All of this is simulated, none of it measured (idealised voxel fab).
The process module presented herein is designated voxel lift off.
Shown is cross-section cut, with a width of 275 nm and square cells of size 5 nm.
Cross-section format: a grid of square cells, given as bands from top to bottom; each band is one or more rows of cells. Top, bottom (nm), then materials left to right with widths (nm); lone material tagged "throughout" fills the whole band edge to edge; "empty" = empty space. A quick word on heights: they are counted from 0, and under that level the wafer as it came to us is one material throughout. The lowest band is different from the rest in having no bottom; it simply continues downward, written as in "z 0 and below". The expression "30 to 40" gives the width at the extremes of the band, the first number at its top row of cells and the second at its bottom row, with the width changing by equal amounts from each row to the next in between. Where the words "left unchanged" appear for a step, the cross-section shows no cell changed by that step; every cell remained as before. Empty spaces without an open route to the top, at least 8 cells in extent, make up the entry "Trapped cavities"; each is given as width x height at distance, where the distance is measured from the left edge, and all are in nm. Post-settings text on a step line: simulator's own remark regarding the step. What "overlay nm" on a step's line means: if the step has a mask, that mask lay this far to the right of its planned place, or, when the value is negative, to the left.

The following list gives the planned process steps:
- 1: RECEIVE,material Si
- 2: CONFORMAL_DEP,material Al2O3,thk nm 5
- 3: PATTERN,tone open,mask id LINES,material resist,width nm 25,pitch nm 45,thk nm 25,overlay nm 0
- 4: DIRECTIONAL_DEP,material Ru,thk nm 10
- 5: STRIP,etch materials resist
- 6: CONFORMAL_DEP,material SiCN,thk nm 10
Where the wafers of this document differ is in the thk nm of step 2; they start out the same, and the plan states the value that applied to the first wafer.

Cross-section of the first of several wafers on receipt, reflecting completion of step 1:
	z 0 and below  Si throughout
	Trapped cavities: none

At the end of the module, after its last step, step 6, the first of several wafers appears in cross-section as follows:
	z 25 to 15  empty=70 / SiCN=135 / empty=70
	z 15 to 5  SiCN=80 / Ru=25 / SiCN=20 / Ru=25 / SiCN=20 / Ru=25 / SiCN=80
	z 5 to 0  Al2O3 throughout
	z 0 and below  Si throughout
	Trapped cavities: none

Final wafer cross-section at module end:
	z 40 to 30  empty=70 / SiCN=135 / empty=70
	z 30 to 20  SiCN=80 / Ru=25 / SiCN=20 / Ru=25 / SiCN=20 / Ru=25 / SiCN=80
	z 20 to 0  Al2O3 throughout
	z 0 and below  Si throughout
	Trapped cavities: none

The rows of the table below are wafers. Looking at the end of the module, a row counts, for every material, the cells the wafer has gained, shown as (+), or lost, shown as (-), since it was received; its closed voids come next:
thk nm 5, +55 Al2O3, +30 Ru, +134 SiCN, Trapped cavities: none
thk nm 10, +110 Al2O3, +30 Ru, +134 SiCN, Trapped cavities: none
thk nm 15, +165 Al2O3, +30 Ru, +134 SiCN, Trapped cavities: none
thk nm 20, +220 Al2O3, +30 Ru, +134 SiCN, Trapped cavities: none
